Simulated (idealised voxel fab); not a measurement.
The document below concerns the process module designated voxel spacer lines.
Xsec cut, 270 nm wide, square cell size 5 nm.
If you're reading a cross-section in this doc, picture square cells in a grid; it comes to you as bands, top ones listed first down to the bottom, and a band can be one or more rows of cells.
The entry gives the band's vertical extent as a top height and a bottom height in nm, then its horizontal make-up as materials from left to right, each with a width in nm. "blank" stands for empty space; a single material marked "throughout" fills the band edge to edge.
Heights are reckoned from 0. Under this level, the received wafer is all of one material. The bottommost band is open-ended downward, for example "0..down".
A width given as "30 to 40" starts at the first number in the band's top row and ends at the second number in its bottom row, shifting by an equal amount at every step from row to row.
"stayed the same" for a step: no cell of the cross-section changed in that step.
In "Non-vented voids" the enclosed voids are listed, meaning empty spaces of 8 cells or larger without any opening to the top. The form is width x height at distance, distance from the left edge, units nm.
Formally, on a step line, whatever follows the settings is a remark that the simulator itself makes on the step.
overlay nm: on a step with a mask, how far right of its planned place the mask lay; negative means left.
For the reader: what remains of this document is a series of pairs, each showing a cross-section before one process step and a cross-section after that step which reaches down only to the lowest band that changed, with the step between them and its settings set out under the pair. It should not be assumed that a pair continues from the pair above it; the pairs can come from different runs of this module on the same starting wafer, and such continuity exists only where the entry headed "Preceding state" says so.

# Preceding state
0..down | Si throughout
Non-vented voids: none

# Section After Processing
10..0 | SiO2 throughout
Whatever lies below 0 is exactly as it was before.
Non-vented voids: none
Looking at the two cross-sections above, the step in the middle is CONFORMAL_DEP, material SiO2, thk nm 10

Preceding state: starting point is the after cross-section of the pair just above.

# Section After Processing
30..10 | W throughout
Whatever lies below 10 is exactly as it was before.
Non-vented voids: none
Looking at the two cross-sections above, the step in the middle is DIRECTIONAL_DEP, material W, thk nm 20

Preceding state: starting point is the after cross-section of the pair just above.

# Section After Processing
55..30 | polySi throughout
Whatever lies below 30 is exactly as it was before.
Non-vented voids: none
Looking at the two cross-sections above, the step in the middle is DIRECTIONAL_DEP, material polySi, thk nm 25

Preceding state: starting point is the after cross-section of the pair just above.

# Section After Processing
90..55 | blank: 65  resist: 15  blank: 45  resist: 15  blank: 45  resist: 15  blank: 70
Whatever lies below 55 is exactly as it was before.
Non-vented voids: none
Looking at the two cross-sections above, the step in the middle is PATTERN, tone cover, mask id MANDREL, material resist, width nm 15, pitch nm 60, thk nm 35, overlay nm 0

Preceding state: starting point is the after cross-section of the pair just above.

# Section After Processing
90..55 | blank: 65  resist: 15  blank: 45  resist: 15  blank: 45  resist: 15  blank: 70
55..30 | blank: 65  polySi: 15  blank: 45  polySi: 15  blank: 45  polySi: 15  blank: 70
Whatever lies below 30 is exactly as it was before.
Non-vented voids: none
Looking at the two cross-sections above, the step in the middle is DIRECTIONAL_ETCH, etch materials polySi, depth nm 25

Preceding state: starting point is the after cross-section of the pair just above.

# Section After Processing
55..30 | blank: 65  polySi: 15  blank: 45  polySi: 15  blank: 45  polySi: 15  blank: 70
Whatever lies below 30 is exactly as it was before.
Non-vented voids: none
Looking at the two cross-sections above, the step in the middle is STRIP, etch materials resist

Preceding state: starting point is the after cross-section of the pair just above.

# Section After Processing
70..55 | blank: 50  SiN: 45  blank: 15  SiN: 45  blank: 15  SiN: 45  blank: 55
55..45 | blank: 50  SiN: 15  polySi: 15  SiN: 15  blank: 15  SiN: 15  polySi: 15  SiN: 15  blank: 15  SiN: 15  polySi: 15  SiN: 15  blank: 55
45..30 | SiN: 65  polySi: 15  SiN: 45  polySi: 15  SiN: 45  polySi: 15  SiN: 70
Whatever lies below 30 is exactly as it was before.
Non-vented voids: none
Looking at the two cross-sections above, the step in the middle is CONFORMAL_DEP, material SiN, thk nm 15

Preceding state: starting point is the after cross-section of the pair just above.

# Section After Processing
55..30 | blank: 50  SiN: 15  polySi: 15  SiN: 15  blank: 15  SiN: 15  polySi: 15  SiN: 15  blank: 15  SiN: 15  polySi: 15  SiN: 15  blank: 55
Whatever lies below 30 is exactly as it was before.
Non-vented voids: none
Looking at the two cross-sections above, the step in the middle is DIRECTIONAL_ETCH, etch materials SiN, depth nm 15

Preceding state: starting point is the after cross-section of the pair just above.

# Section After Processing
55..30 | blank: 50  SiN: 15  blank: 15  SiN: 15  blank: 15  SiN: 15  blank: 15  SiN: 15  blank: 15  SiN: 15  blank: 15  SiN: 15  blank: 55
Whatever lies below 30 is exactly as it was before.
Non-vented voids: none
Looking at the two cross-sections above, the step in the middle is STRIP, etch materials polySi

Preceding state: starting point is the after cross-section of the pair just above.

# Section After Processing
55..30 | blank: 50  SiN: 15  blank: 15  SiN: 15  blank: 15  SiN: 15  blank: 15  SiN: 15  blank: 15  SiN: 15  blank: 15  SiN: 15  blank: 55
30..10 | blank: 50  W: 15  blank: 15  W: 15  blank: 15  W: 15  blank: 15  W: 15  blank: 15  W: 15  blank: 15  W: 15  blank: 55
Whatever lies below 10 is exactly as it was before.
Non-vented voids: none
Looking at the two cross-sections above, the step in the middle is DIRECTIONAL_ETCH, etch materials W, depth nm 20

Preceding state: starting point is the after cross-section of the pair just above.

# Section After Processing
30..10 | blank: 50  W: 15  blank: 15  W: 15  blank: 15  W: 15  blank: 15  W: 15  blank: 15  W: 15  blank: 15  W: 15  blank: 55
Whatever lies below 10 is exactly as it was before.
Non-vented voids: none
Looking at the two cross-sections above, the step in the middle is STRIP, etch materials SiN

Preceding state: starting point is the after cross-section of the pair just above.

# Section After Processing
35..30 | lowk throughout
30..10 | lowk: 50  W: 15  lowk: 15  W: 15  lowk: 15  W: 15  lowk: 15  W: 15  lowk: 15  W: 15  lowk: 15  W: 15  lowk: 55
Whatever lies below 10 is exactly as it was before.
Non-vented voids: none
Looking at the two cross-sections above, the step in the middle is FILL_DEP, material lowk, thk nm 5

Preceding state: starting point is the after cross-section of the pair just above.

# Section After Processing
30..10 | lowk: 50  W: 15  lowk: 15  W: 15  lowk: 15  W: 15  lowk: 15  W: 15  lowk: 15  W: 15  lowk: 15  W: 15  lowk: 55
Whatever lies below 10 is exactly as it was before.
Non-vented voids: none
Looking at the two cross-sections above, the step in the middle is CMP, height nm 30

# Preceding state
55..30 | blank: 50  SiN: 15  blank: 15  SiN: 15  blank: 15  SiN: 15  blank: 15  SiN: 15  blank: 15  SiN: 15  blank: 15  SiN: 15  blank: 55
30..10 | blank: 50  W: 15  blank: 15  W: 15  blank: 15  W: 15  blank: 15  W: 15  blank: 15  W: 15  blank: 15  W: 15  blank: 55
10..0 | SiO2 throughout
0..down | Si throughout
Non-vented voids: none

# Section After Processing
60..55 | lowk throughout
55..30 | lowk: 50  SiN: 15  lowk: 15  SiN: 15  lowk: 15  SiN: 15  lowk: 15  SiN: 15  lowk: 15  SiN: 15  lowk: 15  SiN: 15  lowk: 55
30..10 | lowk: 50  W: 15  lowk: 15  W: 15  lowk: 15  W: 15  lowk: 15  W: 15  lowk: 15  W: 15  lowk: 15  W: 15  lowk: 55
Whatever lies below 10 is exactly as it was before.
Non-vented voids: none
Looking at the two cross-sections above, the step in the middle is FILL_DEP, material lowk, thk nm 5

Preceding state: starting point is the after cross-section of the pair just above.

# Section After Processing
30..10 | lowk: 50  W: 15  lowk: 15  W: 15  lowk: 15  W: 15  lowk: 15  W: 15  lowk: 15  W: 15  lowk: 15  W: 15  lowk: 55
Whatever lies below 10 is exactly as it was before.
Non-vented voids: none
Looking at the two cross-sections above, the step in the middle is CMP, height nm 30

# Preceding state
10..0 | SiO2 throughout
0..down | Si throughout
Non-vented voids: none

# Section After Processing
35..10 | polySi throughout
Whatever lies below 10 is exactly as it was before.
Non-vented voids: none
Looking at the two cross-sections above, the step in the middle is DIRECTIONAL_DEP, material polySi, thk nm 25

Preceding state: starting point is the after cross-section of the pair just above.

# Section After Processing
55..35 | W throughout
Whatever lies below 35 is exactly as it was before.
Non-vented voids: none
Looking at the two cross-sections above, the step in the middle is DIRECTIONAL_DEP, material W, thk nm 20

Preceding state: starting point is the after cross-section of the pair just above.

# Section After Processing
90..55 | blank: 65  resist: 15  blank: 45  resist: 15  blank: 45  resist: 15  blank: 70
Whatever lies below 55 is exactly as it was before.
Non-vented voids: none
Looking at the two cross-sections above, the step in the middle is PATTERN, tone cover, mask id MANDREL, material resist, width nm 15, pitch nm 60, thk nm 35, overlay nm 0

Preceding state: starting point is the after cross-section of the pair just above.

# Section After Processing
55..35 | W throughout
Whatever lies below 35 is exactly as it was before.
Non-vented voids: none
Looking at the two cross-sections above, the step in the middle is STRIP, etch materials resist

Preceding state: starting point is the after cross-section of the pair just above.

# Section After Processing
70..55 | SiN throughout
Whatever lies below 55 is exactly as it was before.
Non-vented voids: none
Looking at the two cross-sections above, the step in the middle is CONFORMAL_DEP, material SiN, thk nm 15

Preceding state: starting point is the after cross-section of the pair just above.

# Section After Processing
55..35 | W throughout
Whatever lies below 35 is exactly as it was before.
Non-vented voids: none
Looking at the two cross-sections above, the step in the middle is DIRECTIONAL_ETCH, etch materials SiN, depth nm 15

Preceding state: starting point is the after cross-section of the pair just above.

# Section After Processing
35..10 | polySi throughout
Whatever lies below 10 is exactly as it was before.
Non-vented voids: none
Looking at the two cross-sections above, the step in the middle is DIRECTIONAL_ETCH, etch materials W, depth nm 20

Preceding state: starting point is the after cross-section of the pair just above.

# Section After Processing
40..35 | lowk throughout
Whatever lies below 35 is exactly as it was before.
Non-vented voids: none
Looking at the two cross-sections above, the step in the middle is FILL_DEP, material lowk, thk nm 5

Preceding state: starting point is the after cross-section of the pair just above.

# Section After Processing
30..10 | polySi throughout
Whatever lies below 10 is exactly as it was before.
Non-vented voids: none
Looking at the two cross-sections above, the step in the middle is CMP, height nm 30

# Preceding state
35..30 | lowk throughout
30..10 | lowk: 50  W: 15  lowk: 15  W: 15  lowk: 15  W: 15  lowk: 15  W: 15  lowk: 15  W: 15  lowk: 15  W: 15  lowk: 55
10..0 | SiO2 throughout
0..down | Si throughout
Non-vented voids: none

# Section After Processing
20..10 | lowk: 50  W: 15  lowk: 15  W: 15  lowk: 15  W: 15  lowk: 15  W: 15  lowk: 15  W: 15  lowk: 15  W: 15  lowk: 55
Whatever lies below 10 is exactly as it was before.
Non-vented voids: none
Looking at the two cross-sections above, the step in the middle is CMP, height nm 20

# Preceding state
55..30 | polySi throughout
30..10 | W throughout
10..0 | SiO2 throughout
0..down | Si throughout
Non-vented voids: none

# Section After Processing
90..55 | blank: 65  resist: 20  blank: 40  resist: 20  blank: 40  resist: 20  blank: 65
Whatever lies below 55 is exactly as it was before.
Non-vented voids: none
Looking at the two cross-sections above, the step in the middle is PATTERN, tone cover, mask id MANDREL, material resist, width nm 20, pitch nm 60, thk nm 35, overlay nm 0

Preceding state: starting point is the after cross-section of the pair just above.

# Section After Processing
90..55 | blank: 65  resist: 20  blank: 40  resist: 20  blank: 40  resist: 20  blank: 65
55..30 | blank: 65  polySi: 20  blank: 40  polySi: 20  blank: 40  polySi: 20  blank: 65
Whatever lies below 30 is exactly as it was before.
Non-vented voids: none
Looking at the two cross-sections above, the step in the middle is DIRECTIONAL_ETCH, etch materials polySi, depth nm 25

Preceding state: starting point is the after cross-section of the pair just above.

# Section After Processing
55..30 | blank: 65  polySi: 20  blank: 40  polySi: 20  blank: 40  polySi: 20  blank: 65
Whatever lies below 30 is exactly as it was before.
Non-vented voids: none
Looking at the two cross-sections above, the step in the middle is STRIP, etch materials resist

Preceding state: starting point is the after cross-section of the pair just above.

# Section After Processing
70..55 | blank: 50  SiN: 50  blank: 10  SiN: 50  blank: 10  SiN: 50  blank: 50
55..45 | blank: 50  SiN: 15  polySi: 20  SiN: 15  blank: 10  SiN: 15  polySi: 20  SiN: 15  blank: 10  SiN: 15  polySi: 20  SiN: 15  blank: 50
45..30 | SiN: 65  polySi: 20  SiN: 40  polySi: 20  SiN: 40  polySi: 20  SiN: 65
Whatever lies below 30 is exactly as it was before.
Non-vented voids: none
Looking at the two cross-sections above, the step in the middle is CONFORMAL_DEP, material SiN, thk nm 15

Preceding state: starting point is the after cross-section of the pair just above.

# Section After Processing
55..30 | blank: 50  SiN: 15  polySi: 20  SiN: 15  blank: 10  SiN: 15  polySi: 20  SiN: 15  blank: 10  SiN: 15  polySi: 20  SiN: 15  blank: 50
Whatever lies below 30 is exactly as it was before.
Non-vented voids: none
Looking at the two cross-sections above, the step in the middle is DIRECTIONAL_ETCH, etch materials SiN, depth nm 15

Preceding state: starting point is the after cross-section of the pair just above.

# Section After Processing
55..30 | blank: 50  SiN: 15  blank: 20  SiN: 15  blank: 10  SiN: 15  blank: 20  SiN: 15  blank: 10  SiN: 15  blank: 20  SiN: 15  blank: 50
Whatever lies below 30 is exactly as it was before.
Non-vented voids: none
Looking at the two cross-sections above, the step in the middle is STRIP, etch materials polySi

Preceding state: starting point is the after cross-section of the pair just above.

# Section After Processing
55..30 | blank: 50  SiN: 15  blank: 20  SiN: 15  blank: 10  SiN: 15  blank: 20  SiN: 15  blank: 10  SiN: 15  blank: 20  SiN: 15  blank: 50
30..10 | blank: 50  W: 15  blank: 20  W: 15  blank: 10  W: 15  blank: 20  W: 15  blank: 10  W: 15  blank: 20  W: 15  blank: 50
Whatever lies below 10 is exactly as it was before.
Non-vented voids: none
Looking at the two cross-sections above, the step in the middle is DIRECTIONAL_ETCH, etch materials W, depth nm 20

Preceding state: starting point is the after cross-section of the pair just above.

# Section After Processing
30..10 | blank: 50  W: 15  blank: 20  W: 15  blank: 10  W: 15  blank: 20  W: 15  blank: 10  W: 15  blank: 20  W: 15  blank: 50
Whatever lies below 10 is exactly as it was before.
Non-vented voids: none
Looking at the two cross-sections above, the step in the middle is STRIP, etch materials SiN

Preceding state: starting point is the after cross-section of the pair just above.

# Section After Processing
35..30 | lowk throughout
30..10 | lowk: 50  W: 15  lowk: 20  W: 15  lowk: 10  W: 15  lowk: 20  W: 15  lowk: 10  W: 15  lowk: 20  W: 15  lowk: 50
Whatever lies below 10 is exactly as it was before.
Non-vented voids: none
Looking at the two cross-sections above, the step in the middle is FILL_DEP, material lowk, thk nm 5

Preceding state: starting point is the after cross-section of the pair just above.

# Section After Processing
30..10 | lowk: 50  W: 15  lowk: 20  W: 15  lowk: 10  W: 15  lowk: 20  W: 15  lowk: 10  W: 15  lowk: 20  W: 15  lowk: 50
Whatever lies below 10 is exactly as it was before.
Non-vented voids: none
Looking at the two cross-sections above, the step in the middle is CMP, height nm 30

# Preceding state
55..30 | polySi throughout
30..10 | W throughout
10..0 | SiO2 throughout
0..down | Si throughout
Non-vented voids: none

# Section After Processing
90..55 | blank: 75  resist: 15  blank: 45  resist: 15  blank: 45  resist: 15  blank: 60
Whatever lies below 55 is exactly as it was before.
Non-vented voids: none
Looking at the two cross-sections above, the step in the middle is PATTERN, tone cover, mask id MANDREL, material resist, width nm 15, pitch nm 60, thk nm 35, overlay nm 10

Preceding state: starting point is the after cross-section of the pair just above.

# Section After Processing
90..55 | blank: 75  resist: 15  blank: 45  resist: 15  blank: 45  resist: 15  blank: 60
55..30 | blank: 75  polySi: 15  blank: 45  polySi: 15  blank: 45  polySi: 15  blank: 60
Whatever lies below 30 is exactly as it was before.
Non-vented voids: none
Looking at the two cross-sections above, the step in the middle is DIRECTIONAL_ETCH, etch materials polySi, depth nm 25

Preceding state: starting point is the after cross-section of the pair just above.

# Section After Processing
55..30 | blank: 75  polySi: 15  blank: 45  polySi: 15  blank: 45  polySi: 15  blank: 60
Whatever lies below 30 is exactly as it was before.
Non-vented voids: none
Looking at the two cross-sections above, the step in the middle is STRIP, etch materials resist

Preceding state: starting point is the after cross-section of the pair just above.

# Section After Processing
70..55 | blank: 60  SiN: 45  blank: 15  SiN: 45  blank: 15  SiN: 45  blank: 45
55..45 | blank: 60  SiN: 15  polySi: 15  SiN: 15  blank: 15  SiN: 15  polySi: 15  SiN: 15  blank: 15  SiN: 15  polySi: 15  SiN: 15  blank: 45
45..30 | SiN: 75  polySi: 15  SiN: 45  polySi: 15  SiN: 45  polySi: 15  SiN: 60
Whatever lies below 30 is exactly as it was before.
Non-vented voids: none
Looking at the two cross-sections above, the step in the middle is CONFORMAL_DEP, material SiN, thk nm 15

Preceding state: starting point is the after cross-section of the pair just above.

# Section After Processing
55..30 | blank: 60  SiN: 15  polySi: 15  SiN: 15  blank: 15  SiN: 15  polySi: 15  SiN: 15  blank: 15  SiN: 15  polySi: 15  SiN: 15  blank: 45
Whatever lies below 30 is exactly as it was before.
Non-vented voids: none
Looking at the two cross-sections above, the step in the middle is DIRECTIONAL_ETCH, etch materials SiN, depth nm 15

Preceding state: starting point is the after cross-section of the pair just above.

# Section After Processing
55..30 | blank: 60  SiN: 15  blank: 15  SiN: 15  blank: 15  SiN: 15  blank: 15  SiN: 15  blank: 15  SiN: 15  blank: 15  SiN: 15  blank: 45
Whatever lies below 30 is exactly as it was before.
Non-vented voids: none
Looking at the two cross-sections above, the step in the middle is STRIP, etch materials polySi

Preceding state: starting point is the after cross-section of the pair just above.

# Section After Processing
55..30 | blank: 60  SiN: 15  blank: 15  SiN: 15  blank: 15  SiN: 15  blank: 15  SiN: 15  blank: 15  SiN: 15  blank: 15  SiN: 15  blank: 45
30..10 | blank: 60  W: 15  blank: 15  W: 15  blank: 15  W: 15  blank: 15  W: 15  blank: 15  W: 15  blank: 15  W: 15  blank: 45
Whatever lies below 10 is exactly as it was before.
Non-vented voids: none
Looking at the two cross-sections above, the step in the middle is DIRECTIONAL_ETCH, etch materials W, depth nm 20

Preceding state: starting point is the after cross-section of the pair just above.

# Section After Processing
30..10 | blank: 60  W: 15  blank: 15  W: 15  blank: 15  W: 15  blank: 15  W: 15  blank: 15  W: 15  blank: 15  W: 15  blank: 45
Whatever lies below 10 is exactly as it was before.
Non-vented voids: none
Looking at the two cross-sections above, the step in the middle is STRIP, etch materials SiN

Preceding state: starting point is the after cross-section of the pair just above.

# Section After Processing
35..30 | lowk throughout
30..10 | lowk: 60  W: 15  lowk: 15  W: 15  lowk: 15  W: 15  lowk: 15  W: 15  lowk: 15  W: 15  lowk: 15  W: 15  lowk: 45
Whatever lies below 10 is exactly as it was before.
Non-vented voids: none
Looking at the two cross-sections above, the step in the middle is FILL_DEP, material lowk, thk nm 5

Preceding state: starting point is the after cross-section of the pair just above.

# Section After Processing
30..10 | lowk: 60  W: 15  lowk: 15  W: 15  lowk: 15  W: 15  lowk: 15  W: 15  lowk: 15  W: 15  lowk: 15  W: 15  lowk: 45
Whatever lies below 10 is exactly as it was before.
Non-vented voids: none
Looking at the two cross-sections above, the step in the middle is CMP, height nm 30

# Preceding state
0..down | Si throughout
Non-vented voids: none

# Section After Processing
10..0 | polySi throughout
Whatever lies below 0 is exactly as it was before.
Non-vented voids: none
Looking at the two cross-sections above, the step in the middle is CONFORMAL_DEP, material polySi, thk nm 10

Preceding state: starting point is the after cross-section of the pair just above.

# Section After Processing
30..10 | W throughout
Whatever lies below 10 is exactly as it was before.
Non-vented voids: none
Looking at the two cross-sections above, the step in the middle is DIRECTIONAL_DEP, material W, thk nm 20

Preceding state: starting point is the after cross-section of the pair just above.

# Section After Processing
55..30 | polySi throughout
Whatever lies below 30 is exactly as it was before.
Non-vented voids: none
Looking at the two cross-sections above, the step in the middle is DIRECTIONAL_DEP, material polySi, thk nm 25

Preceding state: starting point is the after cross-section of the pair just above.

# Section After Processing
90..55 | blank: 65  resist: 15  blank: 45  resist: 15  blank: 45  resist: 15  blank: 70
Whatever lies below 55 is exactly as it was before.
Non-vented voids: none
Looking at the two cross-sections above, the step in the middle is PATTERN, tone cover, mask id MANDREL, material resist, width nm 15, pitch nm 60, thk nm 35, overlay nm 0

Preceding state: starting point is the after cross-section of the pair just above.

# Section After Processing
90..55 | blank: 65  resist: 15  blank: 45  resist: 15  blank: 45  resist: 15  blank: 70
55..30 | blank: 65  polySi: 15  blank: 45  polySi: 15  blank: 45  polySi: 15  blank: 70
Whatever lies below 30 is exactly as it was before.
Non-vented voids: none
Looking at the two cross-sections above, the step in the middle is DIRECTIONAL_ETCH, etch materials polySi, depth nm 25

Preceding state: starting point is the after cross-section of the pair just above.

# Section After Processing
55..30 | blank: 65  polySi: 15  blank: 45  polySi: 15  blank: 45  polySi: 15  blank: 70
Whatever lies below 30 is exactly as it was before.
Non-vented voids: none
Looking at the two cross-sections above, the step in the middle is STRIP, etch materials resist

Preceding state: starting point is the after cross-section of the pair just above.

# Section After Processing
70..55 | blank: 50  SiN: 45  blank: 15  SiN: 45  blank: 15  SiN: 45  blank: 55
55..45 | blank: 50  SiN: 15  polySi: 15  SiN: 15  blank: 15  SiN: 15  polySi: 15  SiN: 15  blank: 15  SiN: 15  polySi: 15  SiN: 15  blank: 55
45..30 | SiN: 65  polySi: 15  SiN: 45  polySi: 15  SiN: 45  polySi: 15  SiN: 70
Whatever lies below 30 is exactly as it was before.
Non-vented voids: none
Looking at the two cross-sections above, the step in the middle is CONFORMAL_DEP, material SiN, thk nm 15

Preceding state: starting point is the after cross-section of the pair just above.

# Section After Processing
55..30 | blank: 50  SiN: 15  polySi: 15  SiN: 15  blank: 15  SiN: 15  polySi: 15  SiN: 15  blank: 15  SiN: 15  polySi: 15  SiN: 15  blank: 55
Whatever lies below 30 is exactly as it was before.
Non-vented voids: none
Looking at the two cross-sections above, the step in the middle is DIRECTIONAL_ETCH, etch materials SiN, depth nm 15

Preceding state: starting point is the after cross-section of the pair just above.

# Section After Processing
55..30 | blank: 50  SiN: 15  blank: 15  SiN: 15  blank: 15  SiN: 15  blank: 15  SiN: 15  blank: 15  SiN: 15  blank: 15  SiN: 15  blank: 55
Whatever lies below 30 is exactly as it was before.
Non-vented voids: none
Looking at the two cross-sections above, the step in the middle is STRIP, etch materials polySi

Preceding state: starting point is the after cross-section of the pair just above.

# Section After Processing
55..30 | blank: 50  SiN: 15  blank: 15  SiN: 15  blank: 15  SiN: 15  blank: 15  SiN: 15  blank: 15  SiN: 15  blank: 15  SiN: 15  blank: 55
30..10 | blank: 50  W: 15  blank: 15  W: 15  blank: 15  W: 15  blank: 15  W: 15  blank: 15  W: 15  blank: 15  W: 15  blank: 55
Whatever lies below 10 is exactly as it was before.
Non-vented voids: none
Looking at the two cross-sections above, the step in the middle is DIRECTIONAL_ETCH, etch materials W, depth nm 20

Preceding state: starting point is the after cross-section of the pair just above.

# Section After Processing
30..10 | blank: 50  W: 15  blank: 15  W: 15  blank: 15  W: 15  blank: 15  W: 15  blank: 15  W: 15  blank: 15  W: 15  blank: 55
Whatever lies below 10 is exactly as it was before.
Non-vented voids: none
Looking at the two cross-sections above, the step in the middle is STRIP, etch materials SiN

Preceding state: starting point is the after cross-section of the pair just above.

# Section After Processing
35..30 | lowk throughout
30..10 | lowk: 50  W: 15  lowk: 15  W: 15  lowk: 15  W: 15  lowk: 15  W: 15  lowk: 15  W: 15  lowk: 15  W: 15  lowk: 55
Whatever lies below 10 is exactly as it was before.
Non-vented voids: none
Looking at the two cross-sections above, the step in the middle is FILL_DEP, material lowk, thk nm 5

Preceding state: starting point is the after cross-section of the pair just above.

# Section After Processing
30..10 | lowk: 50  W: 15  lowk: 15  W: 15  lowk: 15  W: 15  lowk: 15  W: 15  lowk: 15  W: 15  lowk: 15  W: 15  lowk: 55
Whatever lies below 10 is exactly as it was before.
Non-vented voids: none
Looking at the two cross-sections above, the step in the middle is CMP, height nm 30
